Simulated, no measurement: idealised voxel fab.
Herein follows the process module entitled voxel self aligned contacts.
195 nm wide, 5 nm square cells: that's cross-section cut.
A cross-section in this document is a grid of square cells, and it is written down as bands, the top band listed before the ones below it; a band is made up of one or more rows of cells.
Each band's line starts with the height of the band's top and of its bottom, in nm. Then come its materials from left to right, each with its width in nm. One material with "edge to edge" fills the band from edge to edge. "blank" is empty space.
Below 0: as-received wafer, all one material; heights counted from there. Lowest band: no bottom, goes on down, written "0 down".
Width spec "30..40" -> top row of cells at first value, bottom row at second value, equal per-row change in between.
Basically "nothing was modified" means that step didn't change any cell in the cross-section.
The entry "Catalogued sealed voids" lists the empty spaces that cover at least 8 cells and have no open path to the top. Each is written as width x height at distance, where the distance is measured from the left edge and all three values are in nm.
Where a step's line continues beyond its settings, the continuation is a remark by the simulator itself on that step.
The line of a step may include "overlay nm". On a step with a mask, this value is how far to the right of its planned place the mask lay. A negative value means the mask lay to the left.
How should the pairs below be read? Each gives the cross-section before one process step and the cross-section after it, the latter drawn only to the lowest band that changed; the step that lies between them, with its settings, appears under the pair. Does a pair pick up where the pair above left off? Only where its entry headed "Incoming profile" says so, since pairs can come from different runs of this module on the same starting wafer.
### Incoming profile
    60 to 55  70 SiO2 | 20 TiN | 10 Ru | 20 TiN | 75 SiO2
    55 to 30  40 SiO2 | 45 SiN | 5 TiN | 10 Ru | 5 TiN | 45 SiN | 45 SiO2
    30 to 15  40 SiO2 | 10 SiN | 25 polySi | 10 SiN | 5 TiN | 10 Ru | 5 TiN | 10 SiN | 25 polySi | 10 SiN | 45 SiO2
    15 to 10  40 SiO2 | 10 SiN | 25 polySi | 10 SiN | 20 TiN | 10 SiN | 25 polySi | 10 SiN | 45 SiO2
    10 to 5  polySi edge to edge
    5 to 0  SiO2 edge to edge
    0 down  Si edge to edge
    Catalogued sealed voids: none
### Section After Processing
    65 to 60  SiN edge to edge
    Beneath the level 60, the cross-section is identical to its previous state.
    Catalogued sealed voids: none
In between the cross-sections above, the run called for CONFORMAL_DEP, material SiN, thk nm 5
### Incoming profile
    60 to 55  SiO2 edge to edge
    55 to 30  40 SiO2 | 45 SiN | 20 SiO2 | 45 SiN | 45 SiO2
    30 to 5  40 SiO2 | 10 SiN | 25 polySi | 10 SiN | 20 SiO2 | 10 SiN | 25 polySi | 10 SiN | 45 SiO2
    5 to 0  SiO2 edge to edge
    0 down  Si edge to edge
    Catalogued sealed voids: none
### Section After Processing
    60 to 55  65 SiO2 | 60 blank | 70 SiO2
    55 to 30  40 SiO2 | 45 SiN | 20 blank | 45 SiN | 45 SiO2
    30 to 5  40 SiO2 | 10 SiN | 25 polySi | 10 SiN | 20 blank | 10 SiN | 25 polySi | 10 SiN | 45 SiO2
    5 to 0  85 SiO2 | 20 blank | 90 SiO2
    Beneath the level 0, the cross-section is identical to its previous state.
    Catalogued sealed voids: none
In between the cross-sections above, the run called for MASKED_ETCH, tone open, mask id CONTACT, width nm 60, etch materials SiO2, depth nm 60, overlay nm 0
Incoming profile: look at the pair above, its after cross-section is where this step starts.
### Section After Processing
    65 to 60  70 TiN | 50 blank | 75 TiN
    60 to 55  65 SiO2 | 25 TiN | 10 blank | 25 TiN | 70 SiO2
    55 to 30  40 SiO2 | 45 SiN | 5 TiN | 10 blank | 5 TiN | 45 SiN | 45 SiO2
    30 to 5  40 SiO2 | 10 SiN | 25 polySi | 10 SiN | 5 TiN | 10 blank | 5 TiN | 10 SiN | 25 polySi | 10 SiN | 45 SiO2
    5 to 0  85 SiO2 | 20 TiN | 90 SiO2
    Beneath the level 0, the cross-section is identical to its previous state.
    Catalogued sealed voids: none
In between the cross-sections above, the run called for CONFORMAL_DEP, material TiN, thk nm 5
Incoming profile: look at the pair above, its after cross-section is where this step starts.
### Section After Processing
    70 to 65  Ru edge to edge
    65 to 60  70 TiN | 50 Ru | 75 TiN
    60 to 55  65 SiO2 | 25 TiN | 10 Ru | 25 TiN | 70 SiO2
    55 to 30  40 SiO2 | 45 SiN | 5 TiN | 10 Ru | 5 TiN | 45 SiN | 45 SiO2
    30 to 5  40 SiO2 | 10 SiN | 25 polySi | 10 SiN | 5 TiN | 10 Ru | 5 TiN | 10 SiN | 25 polySi | 10 SiN | 45 SiO2
    Beneath the level 5, the cross-section is identical to its previous state.
    Catalogued sealed voids: none
In between the cross-sections above, the run called for FILL_DEP, material Ru, thk nm 5
Incoming profile: look at the pair above, its after cross-section is where this step starts.
### Section After Processing
    60 to 55  65 SiO2 | 25 TiN | 10 Ru | 25 TiN | 70 SiO2
    Beneath the level 55, the cross-section is identical to its previous state.
    Catalogued sealed voids: none
In between the cross-sections above, the run called for CMP, height nm 60
Incoming profile: look at the pair above, its after cross-section is where this step starts.
### Section After Processing
    65 to 60  SiN edge to edge
    Beneath the level 60, the cross-section is identical to its previous state.
    Catalogued sealed voids: none
In between the cross-sections above, the run called for CONFORMAL_DEP, material SiN, thk nm 5
### Incoming profile
    60 to 55  SiO2 edge to edge
    55 to 30  40 SiO2 | 45 SiN | 20 SiO2 | 45 SiN | 45 SiO2
    30 to 5  40 SiO2 | 10 SiN | 25 polySi | 10 SiN | 20 SiO2 | 10 SiN | 25 polySi | 10 SiN | 45 SiO2
    5 to 0  SiO2 edge to edge
    0 down  Si edge to edge
    Catalogued sealed voids: none
### Section After Processing
    60 to 55  60 SiO2 | 50 blank | 85 SiO2
    55 to 30  40 SiO2 | 45 SiN | 20 blank | 45 SiN | 45 SiO2
    30 to 5  40 SiO2 | 10 SiN | 25 polySi | 10 SiN | 20 blank | 10 SiN | 25 polySi | 10 SiN | 45 SiO2
    5 to 0  85 SiO2 | 20 blank | 90 SiO2
    Beneath the level 0, the cross-section is identical to its previous state.
    Catalogued sealed voids: none
In between the cross-sections above, the run called for MASKED_ETCH, tone open, mask id CONTACT, width nm 50, etch materials SiO2, depth nm 60, overlay nm -10
Incoming profile: look at the pair above, its after cross-section is where this step starts.
### Section After Processing
    65 to 60  65 TiN | 40 blank | 90 TiN
    60 to 55  60 SiO2 | 30 TiN | 10 blank | 10 TiN | 85 SiO2
    55 to 30  40 SiO2 | 45 SiN | 5 TiN | 10 blank | 5 TiN | 45 SiN | 45 SiO2
    30 to 5  40 SiO2 | 10 SiN | 25 polySi | 10 SiN | 5 TiN | 10 blank | 5 TiN | 10 SiN | 25 polySi | 10 SiN | 45 SiO2
    5 to 0  85 SiO2 | 20 TiN | 90 SiO2
    Beneath the level 0, the cross-section is identical to its previous state.
    Catalogued sealed voids: none
In between the cross-sections above, the run called for CONFORMAL_DEP, material TiN, thk nm 5
Incoming profile: look at the pair above, its after cross-section is where this step starts.
### Section After Processing
    70 to 65  Ru edge to edge
    65 to 60  65 TiN | 40 Ru | 90 TiN
    60 to 55  60 SiO2 | 30 TiN | 10 Ru | 10 TiN | 85 SiO2
    55 to 30  40 SiO2 | 45 SiN | 5 TiN | 10 Ru | 5 TiN | 45 SiN | 45 SiO2
    30 to 5  40 SiO2 | 10 SiN | 25 polySi | 10 SiN | 5 TiN | 10 Ru | 5 TiN | 10 SiN | 25 polySi | 10 SiN | 45 SiO2
    Beneath the level 5, the cross-section is identical to its previous state.
    Catalogued sealed voids: none
In between the cross-sections above, the run called for FILL_DEP, material Ru, thk nm 5
Incoming profile: look at the pair above, its after cross-section is where this step starts.
### Section After Processing
    60 to 55  60 SiO2 | 30 TiN | 10 Ru | 10 TiN | 85 SiO2
    Beneath the level 55, the cross-section is identical to its previous state.
    Catalogued sealed voids: none
In between the cross-sections above, the run called for CMP, height nm 60
Incoming profile: look at the pair above, its after cross-section is where this step starts.
### Section After Processing
    65 to 60  SiN edge to edge
    Beneath the level 60, the cross-section is identical to its previous state.
    Catalogued sealed voids: none
In between the cross-sections above, the run called for CONFORMAL_DEP, material SiN, thk nm 5
### Incoming profile
    55 to 30  40 blank | 45 SiN | 20 blank | 45 SiN | 45 blank
    30 to 5  40 blank | 10 SiN | 25 polySi | 10 SiN | 20 blank | 10 SiN | 25 polySi | 10 SiN | 45 blank
    5 to 0  SiO2 edge to edge
    0 down  Si edge to edge
    Catalogued sealed voids: none
### Section After Processing
    70 to 30  SiN edge to edge
    30 to 5  50 SiN | 25 polySi | 40 SiN | 25 polySi | 55 SiN
    Beneath the level 5, the cross-section is identical to its previous state.
    Catalogued sealed voids: none
In between the cross-sections above, the run called for FILL_DEP, material SiN, thk nm 15
Incoming profile: look at the pair above, its after cross-section is where this step starts.
### Section After Processing
    60 to 30  SiN edge to edge
    Beneath the level 30, the cross-section is identical to its previous state.
    Catalogued sealed voids: none
In between the cross-sections above, the run called for CMP, height nm 60
Incoming profile: look at the pair above, its after cross-section is where this step starts.
### Section After Processing
    65 to 60  TiN edge to edge
    Beneath the level 60, the cross-section is identical to its previous state.
    Catalogued sealed voids: none
In between the cross-sections above, the run called for CONFORMAL_DEP, material TiN, thk nm 5
Incoming profile: look at the pair above, its after cross-section is where this step starts.
### Section After Processing
    70 to 65  Ru edge to edge
    Beneath the level 65, the cross-section is identical to its previous state.
    Catalogued sealed voids: none
In between the cross-sections above, the run called for FILL_DEP, material Ru, thk nm 5
Incoming profile: look at the pair above, its after cross-section is where this step starts.
### Section After Processing
    60 to 30  SiN edge to edge
    Beneath the level 30, the cross-section is identical to its previous state.
    Catalogued sealed voids: none
In between the cross-sections above, the run called for CMP, height nm 60
Incoming profile: look at the pair above, its after cross-section is where this step starts.
### Section After Processing
    65 to 30  SiN edge to edge
    Beneath the level 30, the cross-section is identical to its previous state.
    Catalogued sealed voids: none
In between the cross-sections above, the run called for CONFORMAL_DEP, material SiN, thk nm 5
### Incoming profile
    60 to 55  SiO2 edge to edge
    55 to 30  40 SiO2 | 45 SiN | 20 SiO2 | 45 SiN | 45 SiO2
    30 to 5  40 SiO2 | 10 SiN | 25 polySi | 10 SiN | 20 SiO2 | 10 SiN | 25 polySi | 10 SiN | 45 SiO2
    5 to 0  SiO2 edge to edge
    0 down  Si edge to edge
    Catalogued sealed voids: none
### Section After Processing
    60 to 55  70 blank | 50 SiO2 | 75 blank
    55 to 30  40 blank | 45 SiN | 20 SiO2 | 45 SiN | 45 blank
    30 to 5  40 blank | 10 SiN | 25 polySi | 10 SiN | 20 SiO2 | 10 SiN | 25 polySi | 10 SiN | 45 blank
    5 to 0  40 blank | 110 SiO2 | 45 blank
    Beneath the level 0, the cross-section is identical to its previous state.
    Catalogued sealed voids: none
In between the cross-sections above, the run called for MASKED_ETCH, tone cover, mask id CONTACT, width nm 50, etch materials SiO2, depth nm 60, overlay nm 0
Incoming profile: look at the pair above, its after cross-section is where this step starts.
### Section After Processing
    65 to 60  65 blank | 60 TiN | 70 blank
    60 to 55  35 blank | 35 TiN | 50 SiO2 | 35 TiN | 40 blank
    55 to 30  35 blank | 5 TiN | 45 SiN | 20 SiO2 | 45 SiN | 5 TiN | 40 blank
    30 to 5  35 blank | 5 TiN | 10 SiN | 25 polySi | 10 SiN | 20 SiO2 | 10 SiN | 25 polySi | 10 SiN | 5 TiN | 40 blank
    5 to 0  40 TiN | 110 SiO2 | 45 TiN
    Beneath the level 0, the cross-section is identical to its previous state.
    Catalogued sealed voids: none
In between the cross-sections above, the run called for CONFORMAL_DEP, material TiN, thk nm 5
Incoming profile: look at the pair above, its after cross-section is where this step starts.
### Section After Processing
    70 to 65  Ru edge to edge
    65 to 60  65 Ru | 60 TiN | 70 Ru
    60 to 55  35 Ru | 35 TiN | 50 SiO2 | 35 TiN | 40 Ru
    55 to 30  35 Ru | 5 TiN | 45 SiN | 20 SiO2 | 45 SiN | 5 TiN | 40 Ru
    30 to 5  35 Ru | 5 TiN | 10 SiN | 25 polySi | 10 SiN | 20 SiO2 | 10 SiN | 25 polySi | 10 SiN | 5 TiN | 40 Ru
    Beneath the level 5, the cross-section is identical to its previous state.
    Catalogued sealed voids: none
In between the cross-sections above, the run called for FILL_DEP, material Ru, thk nm 5
Incoming profile: look at the pair above, its after cross-section is where this step starts.
### Section After Processing
    60 to 55  35 Ru | 35 TiN | 50 SiO2 | 35 TiN | 40 Ru
    Beneath the level 55, the cross-section is identical to its previous state.
    Catalogued sealed voids: none
In between the cross-sections above, the run called for CMP, height nm 60
Incoming profile: look at the pair above, its after cross-section is where this step starts.
### Section After Processing
    65 to 60  SiN edge to edge
    Beneath the level 60, the cross-section is identical to its previous state.
    Catalogued sealed voids: none
In between the cross-sections above, the run called for CONFORMAL_DEP, material SiN, thk nm 5
